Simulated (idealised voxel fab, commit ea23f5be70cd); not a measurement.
process module | voxel released beams
The cross-section on display is named cut; it measures 165 nm wide, and its cells are 5 nm squares.
Cross-section format: a grid of square cells, given as bands from top to bottom; each band is one or more rows of cells.
Basically the band line says how high the top is and how high the bottom is, in nm, and then what's in it from left to right, every material with its width in nm. Empty space shows up as "blank", and if a single material carries "full width" it runs the full band edge to edge.
Beneath 0, the wafer as received is one material, and that level is where height counting begins. The lowest band goes on downward without a bottom; it is written like "top 0, no bottom".
Per-row width for "30..40": begins at first number (top row of band), ends at second number (bottom row), increment between rows held constant.
Step marked "nothing different"? Then no cell in the cross-section changed in it.
"Unvented cavities" - sealed voids, min. 8 cells, no opening to top; format: width x height at distance (distance from left edge; nm throughout).
It should be noted that, on the line of a given step, the content following the step's settings is a remark produced by the simulator itself with respect to that step.
overlay nm: on a step with a mask, how far right of its planned place the mask lay; negative means left.

[Here's what the planned process steps look like]
step 1: op RECEIVE | material Si
step 2: op CONFORMAL_DEP | material SiN | thk nm 5
step 3: op DIRECTIONAL_DEP | material SiO2 | thk nm 20
step 4: op MASKED_ETCH | tone open | mask id ANCHOR | width nm 35 | etch materials SiO2 | depth nm 20 | overlay nm 0
step 5: op CONFORMAL_DEP | material polySi | thk nm 15
step 6: op MASKED_ETCH | tone cover | mask id BEAM | width nm 95 | etch materials polySi | depth nm 15 | overlay nm 0
step 7: op STRIP | etch materials SiO2

[Shown in cross-section is the wafer as received, that is, as it stands after step 1]
  top 0, no bottom = Si full width
  Unvented cavities: none

[Sectioned view, first of two wafers, at the close of the module, processed as intended in the plan]
  top 40, bottom 25 = blank (30) | polySi (20) | blank (5) | polySi (70) | blank (40)
  top 25, bottom 20 = blank (35) | polySi (15) | blank (5) | polySi (15) | blank (95)
  top 20, bottom 5 = blank (35) | polySi (35) | blank (95)
  top 5, bottom 0 = SiN full width
  top 0, no bottom = Si full width
  Unvented cavities: none

[Second wafer through the module, sectioned at the end: same beginning and same plan as the first wafer, with one mistake in carrying it out]
  top 40, bottom 25 = blank (30) | polySi (10) | blank (5) | polySi (80) | blank (40)
  top 25, bottom 20 = blank (25) | polySi (15) | blank (5) | polySi (15) | blank (105)
  top 20, bottom 5 = blank (25) | polySi (35) | blank (105)
  top 5, bottom 0 = SiN full width
  top 0, no bottom = Si full width
  Unvented cavities: none
The mistake made against the process plan was this: the process deviated at step 4: the operation and settings actually run there were op MASKED_ETCH | tone open | mask id ANCHOR | width nm 35 | etch materials SiO2 | depth nm 20 | overlay nm -10
at the end the second wafer has, in cells: as many of each material as the first, in other places
